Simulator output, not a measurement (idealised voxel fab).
This is a process module. Its name is voxel transistor to metal.
Section cut is 200 nm wide and gridded with 5 nm square cells.
In this document a cross-section is written as a grid of square cells. It is given as a series of bands, listed from the top down, and a band is one or more rows of cells. The band entry comprises the height of the band's top followed by the height of its bottom, expressed in nm, and subsequently the band's materials from left to right, each stated together with its width in nm. Where a single material is marked with the word "edge to edge", that material fills the band from edge to edge. The word "air" represents empty space. Heights are measured from 0, the level below which the as-received wafer is all one material; the lowest band has no bottom and continues downward, written as in "top 0, no bottom". A width such as "30..40" changes by the same amount from each row of cells to the next, from the band's top row to its bottom row. The cross-section has no changed cell in any step marked "nothing changed". So "Voids, enclosed" is basically the list of trapped voids: any empty space of 8 cells or more that can't reach the top through an opening. They're written width x height at distance, the distance being from the left edge, and it's all nm. Past the settings on a step's line: simulator remark, on that step. If you see "overlay nm" on a step's line and that step has a mask, it's telling you how far right of where it was planned the mask ended up; a negative number means it went left instead.
These are the steps we planned for the process
1,RECEIVE (material Si)
2,CONFORMAL_DEP (material SiO2; thk nm 5)
3,CONFORMAL_DEP (material SiN; thk nm 15)
4,DIRECTIONAL_DEP (material aC; thk nm 10)
5,PATTERN (tone cover; mask id ACTIVE; material resist; width nm 110; thk nm 25; overlay nm 0)
6,DIRECTIONAL_ETCH (etch materials aC; depth nm 10)
7,STRIP (etch materials resist)
8,DIRECTIONAL_ETCH (etch materials SiN; depth nm 15)
9,DIRECTIONAL_ETCH (etch materials SiO2; depth nm 5)
10,DIRECTIONAL_ETCH (etch materials Si; depth nm 25)
11,STRIP (etch materials aC)
12,FILL_DEP (material SiO2; thk nm 10)
13,CMP (height nm 20)
14,SELECTIVE_ETCH (etch materials SiO2; depth nm 5)
15,STRIP (etch materials SiN)
16,SELECTIVE_ETCH (etch materials SiO2; depth nm 5)
17,OXIDIZE (depth nm 5)
18,DIRECTIONAL_DEP (material polySi; thk nm 20)
19,DIRECTIONAL_DEP (material SiCN; thk nm 10)
20,MASKED_ETCH (tone cover; mask id GATE; width nm 20; etch materials SiCN; depth nm 20; overlay nm 0)
21,MASKED_ETCH (tone cover; mask id GATE; width nm 20; etch materials polySi; depth nm 30; overlay nm 0)
22,CONFORMAL_DEP (material SiO2; thk nm 5)
23,DIRECTIONAL_ETCH (etch materials SiO2; depth nm 5)
24,CONFORMAL_DEP (material SiN; thk nm 5)
25,DIRECTIONAL_ETCH (etch materials SiN; depth nm 5)
26,DIRECTIONAL_ETCH (etch materials SiO2; depth nm 5)
27,DIRECTIONAL_ETCH (etch materials Si; depth nm 5)
28,EPI (material pSi; thk nm 5)
29,FILL_DEP (material SiO2; thk nm 5)
30,CMP (height nm 30)
31,DIRECTIONAL_DEP (material SiO2; thk nm 15)
32,PATTERN (tone open; mask id CONTACT; material resist; width nm 20; pitch nm 80; thk nm 20; overlay nm 0)
33,DIRECTIONAL_ETCH (etch materials SiO2; depth nm 50)
34,STRIP (etch materials resist)
35,CONFORMAL_DEP (material TiN; thk nm 5)
36,FILL_DEP (material W; thk nm 10)
37,CMP (height nm 45)
38,DIRECTIONAL_DEP (material TiN; thk nm 5)
39,DIRECTIONAL_DEP (material Ru; thk nm 15)
40,MASKED_ETCH (tone cover; mask id METAL_1; width nm 20; pitch nm 80; etch materials Ru; depth nm 15; overlay nm 0)
41,MASKED_ETCH (tone cover; mask id METAL_1; width nm 20; pitch nm 80; etch materials TiN; depth nm 5; overlay nm 0)
42,FILL_DEP (material lowk; thk nm 10)
43,CMP (height nm 65)
44,CONFORMAL_DEP (material SiCN; thk nm 5)
45,DIRECTIONAL_DEP (material lowk; thk nm 35)
46,PATTERN (tone open; mask id METAL_2_HOLES; material resist; width nm 15; pitch nm 80; thk nm 20; overlay nm 0)
47,DIRECTIONAL_ETCH (etch materials lowk; depth nm 35)
48,STRIP (etch materials resist)
49,PATTERN (tone open; mask id METAL_2; material resist; width nm 20; pitch nm 80; thk nm 20; overlay nm 0)
50,DIRECTIONAL_ETCH (etch materials lowk; depth nm 20)
51,DIRECTIONAL_ETCH (etch materials SiCN; depth nm 5)
52,STRIP (etch materials resist)
53,CONFORMAL_DEP (material TiN; thk nm 5)
54,FILL_DEP (material Ru; thk nm 10)
55,CMP (height nm 105)
56,CONFORMAL_DEP (material SiCN; thk nm 5)
as received, after step 1
> top 0, no bottom | Si edge to edge
> Voids, enclosed: none
Final cross-section, module run with one mistake (start and plan as above)
> top 110, bottom 105 | SiCN edge to edge
> top 105, bottom 90 | lowk: 50 / TiN: 5 / Ru: 10 / TiN: 5 / lowk: 60 / TiN: 5 / Ru: 10 / TiN: 5 / lowk: 50
> top 90, bottom 85 | lowk: 50 / TiN: 5 / Ru: 5 / TiN: 10 / lowk: 60 / TiN: 5 / Ru: 5 / TiN: 10 / lowk: 50
> top 85, bottom 70 | lowk: 50 / TiN: 5 / Ru: 5 / TiN: 5 / lowk: 65 / TiN: 5 / Ru: 5 / TiN: 5 / lowk: 55
> top 70, bottom 65 | SiCN: 50 / TiN: 15 / SiCN: 65 / TiN: 15 / SiCN: 55
> top 65, bottom 60 | lowk: 50 / TiN: 20 / lowk: 60 / TiN: 20 / lowk: 50
> top 60, bottom 45 | Ru edge to edge
> top 45, bottom 30 | SiO2: 50 / TiN: 5 / W: 10 / TiN: 5 / SiO2: 60 / TiN: 5 / W: 10 / TiN: 5 / SiO2: 50
> top 30, bottom 20 | SiO2: 50 / TiN: 5 / W: 10 / TiN: 5 / SiO2: 10 / SiN: 5 / SiO2: 5 / SiCN: 20 / SiO2: 5 / SiN: 5 / SiO2: 10 / TiN: 5 / W: 10 / TiN: 5 / SiO2: 50
> top 20, bottom 10 | SiO2: 50 / TiN: 5 / W: 10 / TiN: 5 / SiO2: 10 / SiN: 5 / SiO2: 5 / polySi: 20 / SiO2: 5 / SiN: 5 / SiO2: 10 / TiN: 5 / W: 10 / TiN: 5 / SiO2: 50
> top 10, bottom 0 | SiO2: 45 / SiN: 5 / TiN: 5..10 / W: 10..5 / TiN: 5 / SiO2: 10 / SiN: 5 / SiO2: 5 / polySi: 20 / SiO2: 5 / SiN: 5 / SiO2: 10 / TiN: 5 / W: 10..5 / TiN: 5..10 / SiN: 5 / SiO2: 45
> top 0, bottom -5 | SiO2: 50 / pSi: 5 / TiN: 15 / SiO2: 5 / pSi: 5 / SiO2: 40 / pSi: 5 / SiO2: 5 / TiN: 15 / pSi: 5 / SiO2: 50
> top -5, bottom -10 | SiO2: 45 / Si: 5 / pSi: 30 / Si: 40 / pSi: 30 / Si: 5 / SiO2: 45
> top -10, bottom -25 | SiO2: 45 / Si: 110 / SiO2: 45
> top -25, no bottom | Si edge to edge
> Voids, enclosed: none
Finding, execution versus plan: step 38 ran in the slot meant for step 39, and vice versa
